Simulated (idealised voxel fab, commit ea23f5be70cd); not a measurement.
process module | voxel capacitor over wiring
cross-section cut | 145 nm wide | cells 5 nm
A cross-section is a grid of square cells, given in bands from the top down. A band is one or more rows of cells.
Each band's line starts with the height of the band's top and of its bottom, in nm. Then come its materials from left to right, each with its width in nm. One material with "throughout" fills the band from edge to edge. "air" is empty space.
Height 0 is the level under which the wafer as received is all one material. The lowest band goes on downwards, as in "0 down".
A width such as "30 to 40" changes by the same amount from each row of cells to the next, from the band's top row to its bottom row.
"no change" after a step means that no cell of the cross-section changed.
closed voids: empty space of 8 cells or more with no open way to the top, each as width x height at its distance from the left edge, in nm
after a step's settings: what the simulator itself notes on the step
overlay nm, on a step with a mask: how far to the right of its planned place the mask lay; to the left if negative
plan
1 op RECEIVE | material Si
2 op CONFORMAL_DEP | material SiO2 | thk nm 15
3 op CONFORMAL_DEP | material SiN | thk nm 5
4 op DIRECTIONAL_DEP | material SiO2 | thk nm 20
5 op DIRECTIONAL_DEP | material aC | thk nm 10
6 op PATTERN | tone open | mask id METAL_1 | material resist | width nm 20 | pitch nm 90 | thk nm 30 | overlay nm 0
7 op DIRECTIONAL_ETCH | etch materials aC | depth nm 10
8 op STRIP | etch materials resist
9 op DIRECTIONAL_ETCH | etch materials SiO2 | depth nm 20
10 op DIRECTIONAL_ETCH | etch materials SiN | depth nm 5
11 op STRIP | etch materials aC
12 op CONFORMAL_DEP | material TiN | thk nm 5
13 op FILL_DEP | material Cu | thk nm 10
14 op CMP | height nm 40
15 op CONFORMAL_DEP | material SiCN | thk nm 5
16 op DIRECTIONAL_DEP | material lowk | thk nm 15
17 op DIRECTIONAL_DEP | material aC | thk nm 15
18 op PATTERN | tone open | mask id PLUG_1 | material resist | width nm 15 | thk nm 35 | overlay nm 0
19 op DIRECTIONAL_ETCH | etch materials aC | depth nm 15
20 op STRIP | etch materials resist
21 op DIRECTIONAL_ETCH | etch materials lowk | depth nm 15
22 op DIRECTIONAL_ETCH | etch materials SiCN | depth nm 5
23 op STRIP | etch materials aC
24 op CONFORMAL_DEP | material TiN | thk nm 5
25 op FILL_DEP | material Cu | thk nm 5
26 op CMP | height nm 60
27 op DIRECTIONAL_DEP | material TiN | thk nm 5
28 op DIRECTIONAL_DEP | material SiN | thk nm 5
29 op DIRECTIONAL_DEP | material TiN | thk nm 5
30 op DIRECTIONAL_DEP | material aC | thk nm 10
31 op PATTERN | tone cover | mask id UPPER_PLATE | material resist | width nm 75 | thk nm 30 | overlay nm 0
32 op DIRECTIONAL_ETCH | etch materials aC | depth nm 10
33 op STRIP | etch materials resist
34 op DIRECTIONAL_ETCH | etch materials TiN | depth nm 5
35 op DIRECTIONAL_ETCH | etch materials SiN | depth nm 5
36 op STRIP | etch materials aC
37 op PATTERN | tone cover | mask id LOWER_PLATE | material resist | width nm 85 | thk nm 15 | overlay nm 0
38 op DIRECTIONAL_ETCH | etch materials TiN | depth nm 5
39 op STRIP | etch materials resist
40 op FILL_DEP | material SiO2 | thk nm 20
41 op CMP | height nm 90
42 op PATTERN | tone open | mask id PLUG_2 | material resist | width nm 15 | thk nm 15 | overlay nm 0
43 op DIRECTIONAL_ETCH | etch materials SiO2 | depth nm 15
44 op STRIP | etch materials resist
45 op CONFORMAL_DEP | material TiN | thk nm 5
46 op FILL_DEP | material Ru | thk nm 10
47 op CMP | height nm 90
48 op CONFORMAL_DEP | material SiN | thk nm 5
first wafer, as planned
as received, after step 1
  0 down: Si throughout
  closed voids: none
after step 2
  15 to 0: SiO2 throughout
  below 0: unchanged
after step 3
  20 to 15: SiN throughout
  below 15: unchanged
after step 4
  40 to 20: SiO2 throughout
  below 20: unchanged
after step 5
  50 to 40: aC throughout
  below 40: unchanged
after step 6
  80 to 50: resist 15 | air 20 | resist 70 | air 20 | resist 20
  below 50: unchanged
after step 7
  70 to 50: resist 15 | air 20 | resist 70 | air 20 | resist 20
  50 to 40: aC 15 | air 20 | aC 70 | air 20 | aC 20
  below 40: unchanged
after step 8
  50 to 40: aC 15 | air 20 | aC 70 | air 20 | aC 20
  below 40: unchanged
after step 9
  50 to 40: aC 15 | air 20 | aC 70 | air 20 | aC 20
  40 to 20: SiO2 15 | air 20 | SiO2 70 | air 20 | SiO2 20
  below 20: unchanged
after step 10
  50 to 40: aC 15 | air 20 | aC 70 | air 20 | aC 20
  40 to 20: SiO2 15 | air 20 | SiO2 70 | air 20 | SiO2 20
  20 to 15: SiN 15 | air 20 | SiN 70 | air 20 | SiN 20
  below 15: unchanged
after step 11
  40 to 20: SiO2 15 | air 20 | SiO2 70 | air 20 | SiO2 20
  below 20: unchanged
after step 12
  45 to 40: TiN 20 | air 10 | TiN 80 | air 10 | TiN 25
  40 to 20: SiO2 15 | TiN 5 | air 10 | TiN 5 | SiO2 70 | TiN 5 | air 10 | TiN 5 | SiO2 20
  20 to 15: SiN 15 | TiN 20 | SiN 70 | TiN 20 | SiN 20
  below 15: unchanged
after step 13
  55 to 45: Cu throughout
  45 to 40: TiN 20 | Cu 10 | TiN 80 | Cu 10 | TiN 25
  40 to 20: SiO2 15 | TiN 5 | Cu 10 | TiN 5 | SiO2 70 | TiN 5 | Cu 10 | TiN 5 | SiO2 20
  below 20: unchanged
after step 14
  40 to 20: SiO2 15 | TiN 5 | Cu 10 | TiN 5 | SiO2 70 | TiN 5 | Cu 10 | TiN 5 | SiO2 20
  below 20: unchanged
after step 15
  45 to 40: SiCN throughout
  below 40: unchanged
after step 16
  60 to 45: lowk throughout
  below 45: unchanged
after step 17
  75 to 60: aC throughout
  below 60: unchanged
after step 18
  110 to 75: resist 20 | air 15 | resist 110
  below 75: unchanged
after step 19
  95 to 75: resist 20 | air 15 | resist 110
  75 to 60: aC 20 | air 15 | aC 110
  below 60: unchanged
after step 20
  75 to 60: aC 20 | air 15 | aC 110
  below 60: unchanged
after step 21
  75 to 60: aC 20 | air 15 | aC 110
  60 to 45: lowk 20 | air 15 | lowk 110
  below 45: unchanged
after step 22
  75 to 60: aC 20 | air 15 | aC 110
  60 to 45: lowk 20 | air 15 | lowk 110
  45 to 40: SiCN 20 | air 15 | SiCN 110
  below 40: unchanged
after step 23
  60 to 45: lowk 20 | air 15 | lowk 110
  below 45: unchanged
after step 24
  65 to 60: TiN 25 | air 5 | TiN 115
  60 to 45: lowk 20 | TiN 5 | air 5 | TiN 5 | lowk 110
  45 to 40: SiCN 20 | TiN 15 | SiCN 110
  below 40: unchanged
after step 25
  70 to 65: Cu throughout
  65 to 60: TiN 25 | Cu 5 | TiN 115
  60 to 45: lowk 20 | TiN 5 | Cu 5 | TiN 5 | lowk 110
  below 45: unchanged
after step 26
  60 to 45: lowk 20 | TiN 5 | Cu 5 | TiN 5 | lowk 110
  below 45: unchanged
after step 27
  65 to 60: TiN throughout
  below 60: unchanged
after step 28
  70 to 65: SiN throughout
  below 65: unchanged
after step 29
  75 to 70: TiN throughout
  below 70: unchanged
after step 30
  85 to 75: aC throughout
  below 75: unchanged
after step 31
  115 to 85: air 20 | resist 75 | air 50
  below 85: unchanged
after step 32
  105 to 85: air 20 | resist 75 | air 50
  85 to 75: air 20 | aC 75 | air 50
  below 75: unchanged
after step 33
  85 to 75: air 20 | aC 75 | air 50
  below 75: unchanged
after step 34
  85 to 75: air 20 | aC 75 | air 50
  75 to 70: air 20 | TiN 75 | air 50
  below 70: unchanged
after step 35
  85 to 75: air 20 | aC 75 | air 50
  75 to 70: air 20 | TiN 75 | air 50
  70 to 65: air 20 | SiN 75 | air 50
  below 65: unchanged
after step 36
  75 to 70: air 20 | TiN 75 | air 50
  below 70: unchanged
after step 37
  90 to 75: air 15 | resist 85 | air 45
  75 to 70: air 15 | resist 5 | TiN 75 | resist 5 | air 45
  70 to 65: air 15 | resist 5 | SiN 75 | resist 5 | air 45
  below 65: unchanged
after step 38
  90 to 75: air 15 | resist 85 | air 45
  75 to 70: air 15 | resist 5 | TiN 75 | resist 5 | air 45
  70 to 65: air 15 | resist 5 | SiN 75 | resist 5 | air 45
  65 to 60: air 15 | TiN 85 | air 45
  below 60: unchanged
after step 39
  75 to 70: air 20 | TiN 75 | air 50
  70 to 65: air 20 | SiN 75 | air 50
  below 65: unchanged
after step 40
  95 to 75: SiO2 throughout
  75 to 70: SiO2 20 | TiN 75 | SiO2 50
  70 to 65: SiO2 20 | SiN 75 | SiO2 50
  65 to 60: SiO2 15 | TiN 85 | SiO2 45
  below 60: unchanged
after step 41
  90 to 75: SiO2 throughout
  below 75: unchanged
after step 42
  105 to 90: resist 30 | air 15 | resist 100
  below 90: unchanged
after step 43
  105 to 90: resist 30 | air 15 | resist 100
  90 to 75: SiO2 30 | air 15 | SiO2 100
  below 75: unchanged
after step 44
  90 to 75: SiO2 30 | air 15 | SiO2 100
  below 75: unchanged
after step 45
  95 to 90: TiN 35 | air 5 | TiN 105
  90 to 80: SiO2 30 | TiN 5 | air 5 | TiN 5 | SiO2 100
  80 to 70: SiO2 30 to 20 | TiN 15 to 75 | SiO2 100 to 50
  below 70: unchanged
after step 46
  105 to 95: Ru throughout
  95 to 90: TiN 35 | Ru 5 | TiN 105
  90 to 80: SiO2 30 | TiN 5 | Ru 5 | TiN 5 | SiO2 100
  below 80: unchanged
after step 47
  90 to 80: SiO2 30 | TiN 5 | Ru 5 | TiN 5 | SiO2 100
  below 80: unchanged
after step 48
  95 to 90: SiN throughout
  below 90: unchanged
second wafer: like start, like plan, one mistake. Through step 1 it matches the first wafer
when step 2 should have ended
  30 to 0: SiO2 throughout
  below 0: unchanged
when step 3 should have ended
  35 to 30: SiN throughout
  below 30: unchanged
when step 4 should have ended
  55 to 35: SiO2 throughout
  below 35: unchanged
when step 5 should have ended
  65 to 55: aC throughout
  below 55: unchanged
when step 6 should have ended
  95 to 65: resist 15 | air 20 | resist 70 | air 20 | resist 20
  below 65: unchanged
when step 7 should have ended
  85 to 65: resist 15 | air 20 | resist 70 | air 20 | resist 20
  65 to 55: aC 15 | air 20 | aC 70 | air 20 | aC 20
  below 55: unchanged
when step 8 should have ended
  65 to 55: aC 15 | air 20 | aC 70 | air 20 | aC 20
  below 55: unchanged
when step 9 should have ended
  65 to 55: aC 15 | air 20 | aC 70 | air 20 | aC 20
  55 to 35: SiO2 15 | air 20 | SiO2 70 | air 20 | SiO2 20
  below 35: unchanged
when step 10 should have ended
  65 to 55: aC 15 | air 20 | aC 70 | air 20 | aC 20
  55 to 35: SiO2 15 | air 20 | SiO2 70 | air 20 | SiO2 20
  35 to 30: SiN 15 | air 20 | SiN 70 | air 20 | SiN 20
  below 30: unchanged
when step 11 should have ended
  55 to 35: SiO2 15 | air 20 | SiO2 70 | air 20 | SiO2 20
  below 35: unchanged
when step 12 should have ended
  60 to 55: TiN 20 | air 10 | TiN 80 | air 10 | TiN 25
  55 to 35: SiO2 15 | TiN 5 | air 10 | TiN 5 | SiO2 70 | TiN 5 | air 10 | TiN 5 | SiO2 20
  35 to 30: SiN 15 | TiN 20 | SiN 70 | TiN 20 | SiN 20
  below 30: unchanged
when step 13 should have ended
  70 to 60: Cu throughout
  60 to 55: TiN 20 | Cu 10 | TiN 80 | Cu 10 | TiN 25
  55 to 35: SiO2 15 | TiN 5 | Cu 10 | TiN 5 | SiO2 70 | TiN 5 | Cu 10 | TiN 5 | SiO2 20
  below 35: unchanged
when step 14 should have ended
  40 to 35: SiO2 15 | TiN 5 | Cu 10 | TiN 5 | SiO2 70 | TiN 5 | Cu 10 | TiN 5 | SiO2 20
  below 35: unchanged
when step 15 should have ended
  45 to 40: SiCN throughout
  below 40: unchanged
when step 16 should have ended
  60 to 45: lowk throughout
  below 45: unchanged
when step 17 should have ended
  75 to 60: aC throughout
  below 60: unchanged
when step 18 should have ended
  110 to 75: resist 20 | air 15 | resist 110
  below 75: unchanged
when step 19 should have ended
  95 to 75: resist 20 | air 15 | resist 110
  75 to 60: aC 20 | air 15 | aC 110
  below 60: unchanged
when step 20 should have ended
  75 to 60: aC 20 | air 15 | aC 110
  below 60: unchanged
when step 21 should have ended
  75 to 60: aC 20 | air 15 | aC 110
  60 to 45: lowk 20 | air 15 | lowk 110
  below 45: unchanged
when step 22 should have ended
  75 to 60: aC 20 | air 15 | aC 110
  60 to 45: lowk 20 | air 15 | lowk 110
  45 to 40: SiCN 20 | air 15 | SiCN 110
  below 40: unchanged
when step 23 should have ended
  60 to 45: lowk 20 | air 15 | lowk 110
  below 45: unchanged
when step 24 should have ended
  65 to 60: TiN 25 | air 5 | TiN 115
  60 to 45: lowk 20 | TiN 5 | air 5 | TiN 5 | lowk 110
  45 to 40: SiCN 20 | TiN 15 | SiCN 110
  below 40: unchanged
when step 25 should have ended
  70 to 65: Cu throughout
  65 to 60: TiN 25 | Cu 5 | TiN 115
  60 to 45: lowk 20 | TiN 5 | Cu 5 | TiN 5 | lowk 110
  below 45: unchanged
when step 26 should have ended
  60 to 45: lowk 20 | TiN 5 | Cu 5 | TiN 5 | lowk 110
  below 45: unchanged
when step 27 should have ended
  65 to 60: TiN throughout
  below 60: unchanged
when step 28 should have ended
  70 to 65: SiN throughout
  below 65: unchanged
when step 29 should have ended
  75 to 70: TiN throughout
  below 70: unchanged
when step 30 should have ended
  85 to 75: aC throughout
  below 75: unchanged
when step 31 should have ended
  115 to 85: air 20 | resist 75 | air 50
  below 85: unchanged
when step 32 should have ended
  105 to 85: air 20 | resist 75 | air 50
  85 to 75: air 20 | aC 75 | air 50
  below 75: unchanged
when step 33 should have ended
  85 to 75: air 20 | aC 75 | air 50
  below 75: unchanged
when step 34 should have ended
  85 to 75: air 20 | aC 75 | air 50
  75 to 70: air 20 | TiN 75 | air 50
  below 70: unchanged
when step 35 should have ended
  85 to 75: air 20 | aC 75 | air 50
  75 to 70: air 20 | TiN 75 | air 50
  70 to 65: air 20 | SiN 75 | air 50
  below 65: unchanged
when step 36 should have ended
  75 to 70: air 20 | TiN 75 | air 50
  below 70: unchanged
when step 37 should have ended
  90 to 75: air 15 | resist 85 | air 45
  75 to 70: air 15 | resist 5 | TiN 75 | resist 5 | air 45
  70 to 65: air 15 | resist 5 | SiN 75 | resist 5 | air 45
  below 65: unchanged
when step 38 should have ended
  90 to 75: air 15 | resist 85 | air 45
  75 to 70: air 15 | resist 5 | TiN 75 | resist 5 | air 45
  70 to 65: air 15 | resist 5 | SiN 75 | resist 5 | air 45
  65 to 60: air 15 | TiN 85 | air 45
  below 60: unchanged
when step 39 should have ended
  75 to 70: air 20 | TiN 75 | air 50
  70 to 65: air 20 | SiN 75 | air 50
  below 65: unchanged
when step 40 should have ended
  95 to 75: SiO2 throughout
  75 to 70: SiO2 20 | TiN 75 | SiO2 50
  70 to 65: SiO2 20 | SiN 75 | SiO2 50
  65 to 60: SiO2 15 | TiN 85 | SiO2 45
  below 60: unchanged
when step 41 should have ended
  90 to 75: SiO2 throughout
  below 75: unchanged
when step 42 should have ended
  105 to 90: resist 30 | air 15 | resist 100
  below 90: unchanged
when step 43 should have ended
  105 to 90: resist 30 | air 15 | resist 100
  90 to 75: SiO2 30 | air 15 | SiO2 100
  below 75: unchanged
when step 44 should have ended
  90 to 75: SiO2 30 | air 15 | SiO2 100
  below 75: unchanged
when step 45 should have ended
  95 to 90: TiN 35 | air 5 | TiN 105
  90 to 80: SiO2 30 | TiN 5 | air 5 | TiN 5 | SiO2 100
  80 to 70: SiO2 30 to 20 | TiN 15 to 75 | SiO2 100 to 50
  below 70: unchanged
when step 46 should have ended
  105 to 95: Ru throughout
  95 to 90: TiN 35 | Ru 5 | TiN 105
  90 to 80: SiO2 30 | TiN 5 | Ru 5 | TiN 5 | SiO2 100
  below 80: unchanged
when step 47 should have ended
  90 to 80: SiO2 30 | TiN 5 | Ru 5 | TiN 5 | SiO2 100
  below 80: unchanged
when step 48 should have ended
  95 to 90: SiN throughout
  below 90: unchanged
what went wrong: step 2 was run twice
at the end the second wafer has, in cells: 12 fewer of Cu | 24 more of SiO2 | 12 fewer of TiN
